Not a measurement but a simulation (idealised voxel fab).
A process module follows: voxel trench capacitor.
Displayed cross-section: cut, width of 245 nm, square cells sized 5 nm.
Each cross-section below is a grid of square cells, stated as bands in top-down order, with one or more rows of cells making up each band.
Top height, bottom height, nm. Materials left to right, width each, nm. Single material + "throughout" = fills band edge to edge. "empty" = empty.
For the purposes of this specification, 0 denotes the height below which the wafer in its as-received condition is composed wholly of one material, and the lowermost band, lacking a lower limit, extends downward without end, as expressed in "0 nm and below".
Width: "30->40" (first number = top row, second number = bottom row, same change from row to row of cells).
The cross-section has no changed cell in any step marked "nothing different".
The label "Tabulated closed voids" introduces a list of the empty spaces, 8 cells or larger, that have no open way up to the top; each entry in it reads width x height at distance, where the distance is taken from the left edge and all three are stated in nm.
If you see something after the settings on a step's line, that's the simulator's own remark about that step.
overlay nm: on a step with a mask, how far right of its planned place the mask lay; negative means left.

THE FOLLOWING LIST GIVES THE PLANNED PROCESS STEPS
1,RECEIVE with material Si
2,CONFORMAL_DEP with material SiN, thk nm 5
3,PATTERN with tone open, mask id TRENCH, material resist, width nm 30, pitch nm 45, thk nm 15, overlay nm 0
4,DIRECTIONAL_ETCH with etch materials SiN, depth nm 5
5,DIRECTIONAL_ETCH with etch materials Si, depth nm 40
6,STRIP with etch materials resist
7,CONFORMAL_DEP with material HfO2, thk nm 5
8,CONFORMAL_DEP with material TiN, thk nm 5
9,FILL_DEP with material W, thk nm 5
10,CMP with height nm 5

AS RECEIVED (POST STEP 1): CROSS-SECTION
0 nm and below = Si throughout
Tabulated closed voids: none

FIGURE: CROSS-SECTIONAL VIEW OF THE WAFER UPON COMPLETION OF THE MODULE, PROCESSED FROM THE INITIAL STATE AND ACCORDING TO THE PLAN DEPICTED ABOVE, WITH ONE ERROR INTRODUCED DURING EXECUTION
5 nm to 0 nm = 30 of W | 5 of TiN | 5 of HfO2 | 30 of SiN | 5 of HfO2 | 5 of TiN | 5 of HfO2 | 30 of SiN | 5 of HfO2 | 5 of TiN | 5 of HfO2 | 30 of SiN | 5 of HfO2 | 5 of TiN | 5 of HfO2 | 30 of SiN | 5 of HfO2 | 5 of TiN | 30 of W
0 nm to -30 nm = 30 of W | 5 of TiN | 5 of HfO2 | 30 of Si | 5 of HfO2 | 5 of TiN | 5 of HfO2 | 30 of Si | 5 of HfO2 | 5 of TiN | 5 of HfO2 | 30 of Si | 5 of HfO2 | 5 of TiN | 5 of HfO2 | 30 of Si | 5 of HfO2 | 5 of TiN | 30 of W
-30 nm to -35 nm = 35 of TiN | 5 of HfO2 | 30 of Si | 5 of HfO2 | 5 of TiN | 5 of HfO2 | 30 of Si | 5 of HfO2 | 5 of TiN | 5 of HfO2 | 30 of Si | 5 of HfO2 | 5 of TiN | 5 of HfO2 | 30 of Si | 5 of HfO2 | 35 of TiN
-35 nm to -40 nm = 40 of HfO2 | 30 of Si | 15 of HfO2 | 30 of Si | 15 of HfO2 | 30 of Si | 15 of HfO2 | 30 of Si | 40 of HfO2
-40 nm and below = Si throughout
Tabulated closed voids: none
What broke from the plan during processing? step 3 did not use the planned setting and instead ran as PATTERN with tone cover, mask id TRENCH, material resist, width nm 30, pitch nm 45, thk nm 15, overlay nm 0
